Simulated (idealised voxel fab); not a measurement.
Title: Process Module voxel self aligned vias
265 nm wide, 5 nm square cells: that's cross-section cut.
Bands, listed from the top down, are how a cross-section gets written in this document; the cross-section itself is a grid of square cells, and a band is one or more rows of them. Within each band entry, the heights of the top and of the bottom of the band appear first, in that order and in nm; the materials of the band then follow from left to right, each with its corresponding width in nm. The designation "full width" on a single material indicates that it fills the band from edge to edge; the designation "air" indicates empty space. Heights are expressed relative to 0, this being the level below which the as-received wafer comprises one material exclusively. The lowest band is unbounded in the downward direction and is denoted as in "0 down". Quick explanation for "30 to 40": the width changes in equal steps down the rows of cells, from the first number in the band's top row to the second number in its bottom row. No cell of the cross-section changed in a step that is given as "no change occurred". Closed empty spaces (no open way to the top) of 8 cells or more are what "Closed void list" lists, each as width x height at distance from the left edge, nm for all three. Anything after a step's settings on that line? It's the simulator's own note about the step. "overlay nm" answers the question of how far to the right of plan the mask lay on a step that has a mask, and when it is negative the answer is to the left.

The steps planned for the process are as follows:
1 RECEIVE, material Si
2 CONFORMAL_DEP, material SiO2, thk nm 15
3 CONFORMAL_DEP, material SiCN, thk nm 5
4 DIRECTIONAL_DEP, material lowk, thk nm 30
5 PATTERN, tone open, mask id LINES, material resist, width nm 20, pitch nm 65, thk nm 20, overlay nm 0
6 DIRECTIONAL_ETCH, etch materials lowk, depth nm 30
7 STRIP, etch materials resist
8 CONFORMAL_DEP, material TiN, thk nm 5
9 FILL_DEP, material W, thk nm 5
10 CMP, height nm 50
11 SELECTIVE_ETCH, etch materials W Ru TiN, depth nm 5
12 FILL_DEP, material SiN, thk nm 10
13 CMP, height nm 50
14 DIRECTIONAL_DEP, material lowk, thk nm 20
15 DIRECTIONAL_DEP, material aC, thk nm 10
16 PATTERN, tone open, mask id VIAS, material resist, width nm 40, pitch nm 65, thk nm 30, overlay nm 0
17 DIRECTIONAL_ETCH, etch materials aC, depth nm 10
18 STRIP, etch materials resist
19 DIRECTIONAL_ETCH, etch materials lowk, depth nm 20
20 DIRECTIONAL_ETCH, etch materials SiN, depth nm 5
21 STRIP, etch materials aC
22 CONFORMAL_DEP, material TiN, thk nm 5
23 FILL_DEP, material W, thk nm 5
24 CMP, height nm 70
25 CONFORMAL_DEP, material SiCN, thk nm 5

First of two wafers, with the run carried out as planned:

Received-state cross-section, reflecting completion of step 1:
* 0 down: Si full width
* Closed void list: none

State of the wafer after step 2, shown in cross-section:
* 15 to 0: SiO2 full width
* Rest of section, below 0: as before.

State of the wafer after step 3, shown in cross-section:
* 20 to 15: SiCN full width
* Rest of section, below 15: as before.

State of the wafer after step 4, shown in cross-section:
* 50 to 20: lowk full width
* Rest of section, below 20: as before.

State of the wafer after step 5, shown in cross-section:
* 70 to 50: 90 resist, 20 air, 45 resist, 20 air, 90 resist
* Rest of section, below 50: as before.

State of the wafer after step 6, shown in cross-section:
* 70 to 50: 90 resist, 20 air, 45 resist, 20 air, 90 resist
* 50 to 20: 90 lowk, 20 air, 45 lowk, 20 air, 90 lowk
* Rest of section, below 20: as before.

State of the wafer after step 7, shown in cross-section:
* 50 to 20: 90 lowk, 20 air, 45 lowk, 20 air, 90 lowk
* Rest of section, below 20: as before.

State of the wafer after step 8, shown in cross-section:
* 55 to 50: 95 TiN, 10 air, 55 TiN, 10 air, 95 TiN
* 50 to 25: 90 lowk, 5 TiN, 10 air, 5 TiN, 45 lowk, 5 TiN, 10 air, 5 TiN, 90 lowk
* 25 to 20: 90 lowk, 20 TiN, 45 lowk, 20 TiN, 90 lowk
* Rest of section, below 20: as before.

State of the wafer after step 9, shown in cross-section:
* 60 to 55: W full width
* 55 to 50: 95 TiN, 10 W, 55 TiN, 10 W, 95 TiN
* 50 to 25: 90 lowk, 5 TiN, 10 W, 5 TiN, 45 lowk, 5 TiN, 10 W, 5 TiN, 90 lowk
* Rest of section, below 25: as before.

State of the wafer after step 10, shown in cross-section:
* 50 to 25: 90 lowk, 5 TiN, 10 W, 5 TiN, 45 lowk, 5 TiN, 10 W, 5 TiN, 90 lowk
* Rest of section, below 25: as before.

State of the wafer after step 11, shown in cross-section:
* 50 to 45: 90 lowk, 20 air, 45 lowk, 20 air, 90 lowk
* Rest of section, below 45: as before.

State of the wafer after step 12, shown in cross-section:
* 60 to 50: SiN full width
* 50 to 45: 90 lowk, 20 SiN, 45 lowk, 20 SiN, 90 lowk
* Rest of section, below 45: as before.

State of the wafer after step 13, shown in cross-section:
* 50 to 45: 90 lowk, 20 SiN, 45 lowk, 20 SiN, 90 lowk
* Rest of section, below 45: as before.

State of the wafer after step 14, shown in cross-section:
* 70 to 50: lowk full width
* Rest of section, below 50: as before.

State of the wafer after step 15, shown in cross-section:
* 80 to 70: aC full width
* Rest of section, below 70: as before.

State of the wafer after step 16, shown in cross-section:
* 110 to 80: 80 resist, 40 air, 25 resist, 40 air, 80 resist
* Rest of section, below 80: as before.

State of the wafer after step 17, shown in cross-section:
* 100 to 80: 80 resist, 40 air, 25 resist, 40 air, 80 resist
* 80 to 70: 80 aC, 40 air, 25 aC, 40 air, 80 aC
* Rest of section, below 70: as before.

State of the wafer after step 18, shown in cross-section:
* 80 to 70: 80 aC, 40 air, 25 aC, 40 air, 80 aC
* Rest of section, below 70: as before.

State of the wafer after step 19, shown in cross-section:
* 80 to 70: 80 aC, 40 air, 25 aC, 40 air, 80 aC
* 70 to 50: 80 lowk, 40 air, 25 lowk, 40 air, 80 lowk
* Rest of section, below 50: as before.

State of the wafer after step 20, shown in cross-section:
* 80 to 70: 80 aC, 40 air, 25 aC, 40 air, 80 aC
* 70 to 50: 80 lowk, 40 air, 25 lowk, 40 air, 80 lowk
* 50 to 45: 90 lowk, 20 air, 45 lowk, 20 air, 90 lowk
* Rest of section, below 45: as before.

State of the wafer after step 21, shown in cross-section:
* 70 to 50: 80 lowk, 40 air, 25 lowk, 40 air, 80 lowk
* Rest of section, below 50: as before.

State of the wafer after step 22, shown in cross-section:
* 75 to 70: 85 TiN, 30 air, 35 TiN, 30 air, 85 TiN
* 70 to 55: 80 lowk, 5 TiN, 30 air, 5 TiN, 25 lowk, 5 TiN, 30 air, 5 TiN, 80 lowk
* 55 to 50: 80 lowk, 15 TiN, 10 air, 15 TiN, 25 lowk, 15 TiN, 10 air, 15 TiN, 80 lowk
* 50 to 45: 90 lowk, 20 TiN, 45 lowk, 20 TiN, 90 lowk
* Rest of section, below 45: as before.

State of the wafer after step 23, shown in cross-section:
* 80 to 75: W full width
* 75 to 70: 85 TiN, 30 W, 35 TiN, 30 W, 85 TiN
* 70 to 55: 80 lowk, 5 TiN, 30 W, 5 TiN, 25 lowk, 5 TiN, 30 W, 5 TiN, 80 lowk
* 55 to 50: 80 lowk, 15 TiN, 10 W, 15 TiN, 25 lowk, 15 TiN, 10 W, 15 TiN, 80 lowk
* Rest of section, below 50: as before.

State of the wafer after step 24, shown in cross-section:
* 70 to 55: 80 lowk, 5 TiN, 30 W, 5 TiN, 25 lowk, 5 TiN, 30 W, 5 TiN, 80 lowk
* Rest of section, below 55: as before.

State of the wafer after step 25, shown in cross-section:
* 75 to 70: SiCN full width
* Rest of section, below 70: as before.

Wafer two. Same start, same plan, one slip in execution. Same as wafer one through step 2, inclusive:

when step 3 should have ended: no change occurred

When step 4 should have ended:
* 45 to 15: lowk full width
* Rest of section, below 15: as before.

When step 5 should have ended:
* 65 to 45: 90 resist, 20 air, 45 resist, 20 air, 90 resist
* Rest of section, below 45: as before.

When step 6 should have ended:
* 65 to 45: 90 resist, 20 air, 45 resist, 20 air, 90 resist
* 45 to 15: 90 lowk, 20 air, 45 lowk, 20 air, 90 lowk
* Rest of section, below 15: as before.

When step 7 should have ended:
* 45 to 15: 90 lowk, 20 air, 45 lowk, 20 air, 90 lowk
* Rest of section, below 15: as before.

When step 8 should have ended:
* 50 to 45: 95 TiN, 10 air, 55 TiN, 10 air, 95 TiN
* 45 to 20: 90 lowk, 5 TiN, 10 air, 5 TiN, 45 lowk, 5 TiN, 10 air, 5 TiN, 90 lowk
* 20 to 15: 90 lowk, 20 TiN, 45 lowk, 20 TiN, 90 lowk
* Rest of section, below 15: as before.

When step 9 should have ended:
* 55 to 50: W full width
* 50 to 45: 95 TiN, 10 W, 55 TiN, 10 W, 95 TiN
* 45 to 20: 90 lowk, 5 TiN, 10 W, 5 TiN, 45 lowk, 5 TiN, 10 W, 5 TiN, 90 lowk
* Rest of section, below 20: as before.

When step 10 should have ended:
* 50 to 45: 95 TiN, 10 W, 55 TiN, 10 W, 95 TiN
* Rest of section, below 45: as before.

When step 11 should have ended:
* 45 to 20: 90 lowk, 5 TiN, 10 W, 5 TiN, 45 lowk, 5 TiN, 10 W, 5 TiN, 90 lowk
* Rest of section, below 20: as before.

When step 12 should have ended:
* 55 to 45: SiN full width
* Rest of section, below 45: as before.

When step 13 should have ended:
* 50 to 45: SiN full width
* Rest of section, below 45: as before.

When step 14 should have ended:
* 70 to 50: lowk full width
* Rest of section, below 50: as before.

When step 15 should have ended:
* 80 to 70: aC full width
* Rest of section, below 70: as before.

When step 16 should have ended:
* 110 to 80: 80 resist, 40 air, 25 resist, 40 air, 80 resist
* Rest of section, below 80: as before.

When step 17 should have ended:
* 100 to 80: 80 resist, 40 air, 25 resist, 40 air, 80 resist
* 80 to 70: 80 aC, 40 air, 25 aC, 40 air, 80 aC
* Rest of section, below 70: as before.

When step 18 should have ended:
* 80 to 70: 80 aC, 40 air, 25 aC, 40 air, 80 aC
* Rest of section, below 70: as before.

When step 19 should have ended:
* 80 to 70: 80 aC, 40 air, 25 aC, 40 air, 80 aC
* 70 to 50: 80 lowk, 40 air, 25 lowk, 40 air, 80 lowk
* Rest of section, below 50: as before.

When step 20 should have ended:
* 80 to 70: 80 aC, 40 air, 25 aC, 40 air, 80 aC
* 70 to 50: 80 lowk, 40 air, 25 lowk, 40 air, 80 lowk
* 50 to 45: 80 SiN, 40 air, 25 SiN, 40 air, 80 SiN
* Rest of section, below 45: as before.

When step 21 should have ended:
* 70 to 50: 80 lowk, 40 air, 25 lowk, 40 air, 80 lowk
* Rest of section, below 50: as before.

When step 22 should have ended:
* 75 to 70: 85 TiN, 30 air, 35 TiN, 30 air, 85 TiN
* 70 to 50: 80 lowk, 5 TiN, 30 air, 5 TiN, 25 lowk, 5 TiN, 30 air, 5 TiN, 80 lowk
* 50 to 45: 80 SiN, 40 TiN, 25 SiN, 40 TiN, 80 SiN
* Rest of section, below 45: as before.

When step 23 should have ended:
* 80 to 75: W full width
* 75 to 70: 85 TiN, 30 W, 35 TiN, 30 W, 85 TiN
* 70 to 50: 80 lowk, 5 TiN, 30 W, 5 TiN, 25 lowk, 5 TiN, 30 W, 5 TiN, 80 lowk
* Rest of section, below 50: as before.

When step 24 should have ended:
* 70 to 50: 80 lowk, 5 TiN, 30 W, 5 TiN, 25 lowk, 5 TiN, 30 W, 5 TiN, 80 lowk
* Rest of section, below 50: as before.

When step 25 should have ended:
* 75 to 70: SiCN full width
* Rest of section, below 70: as before.
Deviation from plan: step 3 of the plan was jumped over and never run
Heads up, by the end the second wafer has more or fewer cells of some materials compared to the first: SiCN -53 | SiN +37 | TiN +4 | W +12
